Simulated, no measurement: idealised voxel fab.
The document below concerns the process module designated voxel wiring stack.
160 nm wide, 5 nm square cells: that's cross-section cut.
Cross-section format: a grid of square cells, given as bands from top to bottom; each band is one or more rows of cells. The entry gives the band's vertical extent as a top height and a bottom height in nm, then its horizontal make-up as materials from left to right, each with a width in nm. "blank" stands for empty space; a single material marked "throughout" fills the band edge to edge. Where do heights start? At 0: under that level the wafer as delivered is made of one material only. And the lowest band has no floor; it just carries on downward, as in "0 -> down". Quick explanation for "30->40": the width changes in equal steps down the rows of cells, from the first number in the band's top row to the second number in its bottom row. "nothing different" means the step left every cell of the cross-section as it was. The label "Completely sealed voids" introduces a list of the empty spaces, 8 cells or larger, that have no open way up to the top; each entry in it reads width x height at distance, where the distance is taken from the left edge and all three are stated in nm. It should be noted that, on the line of a given step, the content following the step's settings is a remark produced by the simulator itself with respect to that step. What "overlay nm" on a step's line means: if the step has a mask, that mask lay this far to the right of its planned place, or, when the value is negative, to the left.

## These are the steps we planned for the process
step 1: op RECEIVE | material Si
step 2: op CONFORMAL_DEP | material SiO2 | thk nm 15
step 3: op CONFORMAL_DEP | material SiN | thk nm 5
step 4: op DIRECTIONAL_DEP | material SiO2 | thk nm 25
step 5: op PATTERN | tone open | mask id METAL_1 | material resist | width nm 25 | pitch nm 45 | thk nm 15 | overlay nm 0
step 6: op DIRECTIONAL_ETCH | etch materials SiO2 | depth nm 25
step 7: op DIRECTIONAL_ETCH | etch materials SiN | depth nm 5
step 8: op STRIP | etch materials resist
step 9: op CONFORMAL_DEP | material TiN | thk nm 5
step 10: op FILL_DEP | material Ru | thk nm 10
step 11: op CMP | height nm 45
step 12: op CONFORMAL_DEP | material SiCN | thk nm 5
step 13: op DIRECTIONAL_DEP | material SiO2 | thk nm 30
step 14: op MASKED_ETCH | tone open | mask id METAL_2 | width nm 25 | pitch nm 45 | etch materials SiO2 | depth nm 20 | overlay nm 0
step 15: op PATTERN | tone open | mask id METAL_2_HOLES | material resist | width nm 15 | thk nm 20 | overlay nm 0
step 16: op DIRECTIONAL_ETCH | etch materials SiO2 | depth nm 10
step 17: op DIRECTIONAL_ETCH | etch materials SiCN | depth nm 5
step 18: op STRIP | etch materials resist
step 19: op CONFORMAL_DEP | material TiN | thk nm 5
step 20: op FILL_DEP | material Cu | thk nm 10
step 21: op CMP | height nm 80
step 22: op CONFORMAL_DEP | material SiCN | thk nm 5
step 23: op DIRECTIONAL_DEP | material lowk | thk nm 10
step 24: op MASKED_ETCH | tone open | mask id PLUG_2 | width nm 15 | etch materials lowk | depth nm 10 | overlay nm 0
step 25: op MASKED_ETCH | tone open | mask id PLUG_2 | width nm 15 | etch materials SiCN | depth nm 5 | overlay nm 0
step 26: op CONFORMAL_DEP | material TiN | thk nm 5
step 27: op FILL_DEP | material Cu | thk nm 5
step 28: op CMP | height nm 95
step 29: op CONFORMAL_DEP | material SiCN | thk nm 5
step 30: op DIRECTIONAL_DEP | material SiO2 | thk nm 20
step 31: op MASKED_ETCH | tone open | mask id METAL_3 | width nm 25 | pitch nm 45 | etch materials SiO2 | depth nm 20 | overlay nm 0
step 32: op MASKED_ETCH | tone open | mask id METAL_3 | width nm 25 | pitch nm 45 | etch materials SiCN | depth nm 5 | overlay nm 0
step 33: op CONFORMAL_DEP | material TiN | thk nm 5
step 34: op FILL_DEP | material Cu | thk nm 5
step 35: op CMP | height nm 120
step 36: op CONFORMAL_DEP | material SiCN | thk nm 5

## As received (post step 1): cross-section
	0 -> down = Si throughout
	Completely sealed voids: none

## First of two wafers: cross-section at end of module, run per plan
	125 -> 120 = SiCN throughout
	120 -> 100 = SiO2 45, then TiN 5, then Cu 15, then TiN 5, then SiO2 20, then TiN 5, then Cu 15, then TiN 5, then SiO2 45
	100 -> 95 = SiCN 45, then TiN 25, then SiCN 20, then TiN 25, then SiCN 45
	95 -> 85 = lowk 45, then TiN 5, then Cu 5, then TiN 5, then lowk 100
	85 -> 80 = SiCN 45, then TiN 15, then SiCN 100
	80 -> 65 = SiO2 45, then TiN 5, then Cu 15, then TiN 5, then SiO2 20, then TiN 5, then Cu 15, then TiN 5, then SiO2 45
	65 -> 60 = SiO2 45, then TiN 5, then Cu 5, then TiN 15, then SiO2 20, then TiN 25, then SiO2 45
	60 -> 50 = SiO2 45, then TiN 5, then Cu 5, then TiN 5, then SiO2 100
	50 -> 45 = SiCN 45, then TiN 15, then SiCN 100
	45 -> 20 = SiO2 45, then TiN 5, then Ru 15, then TiN 5, then SiO2 20, then TiN 5, then Ru 15, then TiN 5, then SiO2 45
	20 -> 15 = SiN 45, then TiN 25, then SiN 20, then TiN 25, then SiN 45
	15 -> 0 = SiO2 throughout
	0 -> down = Si throughout
	Completely sealed voids: none

## Now the second wafer, cross-sectioned at the end of the module. Nothing different at the start, nothing different in the plan compared with the first, just one mistake when it was actually run
	125 -> 120 = SiCN throughout
	120 -> 100 = SiO2 45, then TiN 5, then Cu 15, then TiN 5, then SiO2 20, then TiN 5, then Cu 15, then TiN 5, then SiO2 45
	100 -> 95 = SiCN 45, then TiN 25, then SiCN 20, then TiN 25, then SiCN 45
	95 -> 85 = lowk 45, then TiN 5, then Cu 5, then TiN 5, then lowk 100
	85 -> 80 = SiCN 45, then TiN 15, then SiCN 100
	80 -> 65 = SiO2 45, then TiN 5, then Cu 15, then TiN 5, then SiO2 20, then TiN 5, then Cu 15, then TiN 5, then SiO2 45
	65 -> 60 = SiO2 45, then TiN 5, then Cu 5, then TiN 15, then SiO2 20, then TiN 25, then SiO2 45
	60 -> 50 = SiO2 45, then TiN 5, then Cu 5, then TiN 5, then SiO2 100
	50 -> 45 = SiCN 45, then TiN 15, then SiCN 100
	45 -> 20 = SiO2 40, then TiN 5, then Ru 15, then TiN 5, then SiO2 20, then TiN 5, then Ru 15, then TiN 5, then SiO2 50
	20 -> 15 = SiN 40, then TiN 25, then SiN 20, then TiN 25, then SiN 50
	15 -> 0 = SiO2 throughout
	0 -> down = Si throughout
	Completely sealed voids: none
Heads up, the wafer didn't run the way we planned it: step 5 off recipe, ran as op PATTERN | tone open | mask id METAL_1 | material resist | width nm 25 | pitch nm 45 | thk nm 15 | overlay nm -5
Same inventory, different map: at the end, the second wafer holds as many cells of each material as the first, placed elsewhere.
